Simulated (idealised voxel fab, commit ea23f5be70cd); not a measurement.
process module | voxel tone inversion
cross-section cut | 215 nm wide | cells 5 nm
A cross-section is a grid of square cells, given in bands from the top down. A band is one or more rows of cells.
Each band's line starts with the height of the band's top and of its bottom, in nm. Then come its materials from left to right, each with its width in nm. One material with "throughout" fills the band from edge to edge. "air" is empty space.
Height 0 is the level under which the wafer as received is all one material. The lowest band goes on downwards, as in "0 down".
A width such as "30 to 40" changes by the same amount from each row of cells to the next, from the band's top row to its bottom row.
"no change" after a step means that no cell of the cross-section changed.
closed voids: empty space of 8 cells or more with no open way to the top, each as width x height at its distance from the left edge, in nm
after a step's settings: what the simulator itself notes on the step
overlay nm, on a step with a mask: how far to the right of its planned place the mask lay; to the left if negative
plan
1 op RECEIVE | material Si
2 op CONFORMAL_DEP | material SiN | thk nm 10
3 op DIRECTIONAL_DEP | material polySi | thk nm 25
4 op PATTERN | tone cover | mask id POSTS | material resist | width nm 20 | pitch nm 50 | thk nm 35 | overlay nm 0
5 op DIRECTIONAL_ETCH | etch materials polySi | depth nm 25
6 op STRIP | etch materials resist
7 op FILL_DEP | material lowk | thk nm 5
8 op CMP | height nm 35
9 op STRIP | etch materials polySi
10 op CONFORMAL_DEP | material TiN | thk nm 5
11 op FILL_DEP | material Ru | thk nm 10
12 op CMP | height nm 35
13 op CONFORMAL_DEP | material SiCN | thk nm 5
as received, after step 1
  0 down: Si throughout
  closed voids: none
a wafer at the end: this start, this plan, one mistake
  40 to 35: SiCN throughout
  35 to 15: Ru 40 | TiN 5 | polySi 20 | TiN 5 | Ru 20 | TiN 5 | polySi 20 | TiN 5 | Ru 20 | TiN 5 | polySi 20 | TiN 5 | Ru 45
  15 to 10: TiN 45 | polySi 20 | TiN 30 | polySi 20 | TiN 30 | polySi 20 | TiN 50
  10 to 0: SiN throughout
  0 down: Si throughout
  closed voids: none
what went wrong: step 9 ran as: op STRIP | etch materials lowk
